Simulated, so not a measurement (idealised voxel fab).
Title: Process Module voxel ribs on slabs
The width of the displayed cross-section, cut, is 145 nm; its cells are square, with a size of 5 nm.
Format of a cross-section: grid, square cells. Given as bands. Order: top down. Band: one or more rows of cells. This entry defines a band. It first specifies the height of the band's top and the height of its bottom in nm, and then specifies the band's materials from left to right, stating each material with its width in nm. The word "throughout" identifies a single material that fills the band from edge to edge, while the word "blank" identifies empty space. Height datum 0, below which the as-received substrate wafer is one material. Lowest band open at the bottom, running downward: "z 0 and below". Graded width ("30 to 40"): value in top row of band = first number; value in bottom row = second number; row-to-row change constant. Step note "stayed the same" = no cross-section cell changed. In the "Non-vented voids" entry, you get each enclosed empty space of 8 cells or more, one with no open way to the top, written width x height at distance, distance from the left edge, in nm. Whatever follows a step's settings on its line is a remark the simulator itself makes about that step. overlay nm: how far to the right of its planned place the mask lay on this masked step (negative: to the left).
# List of planned process steps
1,RECEIVE (material Si)
2,DIRECTIONAL_DEP (material SiO2; thk nm 25)
3,DIRECTIONAL_DEP (material polySi; thk nm 25)
4,PATTERN (tone cover; mask id RIB; material resist; width nm 20; thk nm 15; overlay nm 0)
5,DIRECTIONAL_ETCH (etch materials polySi; depth nm 15)
6,STRIP (etch materials resist)
7,MASKED_ETCH (tone cover; mask id SLAB; width nm 80; etch materials polySi; depth nm 10; overlay nm 0)
8,FILL_DEP (material SiO2; thk nm 15)
9,CMP (height nm 60)
10,DIRECTIONAL_DEP (material TiN; thk nm 5)
11,PATTERN (tone cover; mask id HEATER; material resist; width nm 30; thk nm 20; overlay nm 0)
12,DIRECTIONAL_ETCH (etch materials TiN; depth nm 5)
13,STRIP (etch materials resist)
14,CONFORMAL_DEP (material SiN; thk nm 5)
# First of two wafers, with the run carried out as planned
# Here's what the wafer looked like in cross-section when it arrived - that's after step 1
	z 0 and below | Si throughout
	Non-vented voids: none
# State of the wafer after step 2, shown in cross-section
	z 25 to 0 | SiO2 throughout
	Below 0 it's all the same as before, nothing changed down there.
# State of the wafer after step 3, shown in cross-section
	z 50 to 25 | polySi throughout
	Below 25 it's all the same as before, nothing changed down there.
# State of the wafer after step 4, shown in cross-section
	z 65 to 50 | blank (60)  resist (20)  blank (65)
	Below 50 it's all the same as before, nothing changed down there.
# State of the wafer after step 5, shown in cross-section
	z 65 to 50 | blank (60)  resist (20)  blank (65)
	z 50 to 35 | blank (60)  polySi (20)  blank (65)
	Below 35 it's all the same as before, nothing changed down there.
# State of the wafer after step 6, shown in cross-section
	z 50 to 35 | blank (60)  polySi (20)  blank (65)
	Below 35 it's all the same as before, nothing changed down there.
# State of the wafer after step 7, shown in cross-section
	z 50 to 35 | blank (60)  polySi (20)  blank (65)
	z 35 to 25 | blank (30)  polySi (80)  blank (35)
	Below 25 it's all the same as before, nothing changed down there.
# State of the wafer after step 8, shown in cross-section
	z 65 to 50 | SiO2 throughout
	z 50 to 35 | SiO2 (60)  polySi (20)  SiO2 (65)
	z 35 to 25 | SiO2 (30)  polySi (80)  SiO2 (35)
	Below 25 it's all the same as before, nothing changed down there.
# State of the wafer after step 9, shown in cross-section
	z 60 to 50 | SiO2 throughout
	Below 50 it's all the same as before, nothing changed down there.
# State of the wafer after step 10, shown in cross-section
	z 65 to 60 | TiN throughout
	Below 60 it's all the same as before, nothing changed down there.
# State of the wafer after step 11, shown in cross-section
	z 85 to 65 | blank (55)  resist (30)  blank (60)
	Below 65 it's all the same as before, nothing changed down there.
# State of the wafer after step 12, shown in cross-section
	z 85 to 65 | blank (55)  resist (30)  blank (60)
	z 65 to 60 | blank (55)  TiN (30)  blank (60)
	Below 60 it's all the same as before, nothing changed down there.
# State of the wafer after step 13, shown in cross-section
	z 65 to 60 | blank (55)  TiN (30)  blank (60)
	Below 60 it's all the same as before, nothing changed down there.
# State of the wafer after step 14, shown in cross-section
	z 70 to 65 | blank (50)  SiN (40)  blank (55)
	z 65 to 60 | SiN (55)  TiN (30)  SiN (60)
	Below 60 it's all the same as before, nothing changed down there.
# Okay, second wafer. Nothing different at the start, nothing different in the plan, just one mistake somewhere in the running. As far as step 6, counting that step, it's the first wafer all over again
# Planned end of step 7: second wafer, cross-section
	z 50 to 35 | blank (60)  polySi (20)  blank (65)
	z 35 to 25 | blank (25)  polySi (90)  blank (30)
	Below 25 it's all the same as before, nothing changed down there.
# Planned end of step 8: second wafer, cross-section
	z 65 to 50 | SiO2 throughout
	z 50 to 35 | SiO2 (60)  polySi (20)  SiO2 (65)
	z 35 to 25 | SiO2 (25)  polySi (90)  SiO2 (30)
	Below 25 it's all the same as before, nothing changed down there.
# Planned end of step 9: second wafer, cross-section
	z 60 to 50 | SiO2 throughout
	Below 50 it's all the same as before, nothing changed down there.
# Planned end of step 10: second wafer, cross-section
	z 65 to 60 | TiN throughout
	Below 60 it's all the same as before, nothing changed down there.
# Planned end of step 11: second wafer, cross-section
	z 85 to 65 | blank (55)  resist (30)  blank (60)
	Below 65 it's all the same as before, nothing changed down there.
# Planned end of step 12: second wafer, cross-section
	z 85 to 65 | blank (55)  resist (30)  blank (60)
	z 65 to 60 | blank (55)  TiN (30)  blank (60)
	Below 60 it's all the same as before, nothing changed down there.
# Planned end of step 13: second wafer, cross-section
	z 65 to 60 | blank (55)  TiN (30)  blank (60)
	Below 60 it's all the same as before, nothing changed down there.
# Planned end of step 14: second wafer, cross-section
	z 70 to 65 | blank (50)  SiN (40)  blank (55)
	z 65 to 60 | SiN (55)  TiN (30)  SiN (60)
	Below 60 it's all the same as before, nothing changed down there.
Plan not followed: step 7 ran as: MASKED_ETCH (tone cover; mask id SLAB; width nm 90; etch materials polySi; depth nm 10; overlay nm 0)
Final wafer comparison in cells, second versus first, more or fewer per material: -4 SiO2; +4 polySi
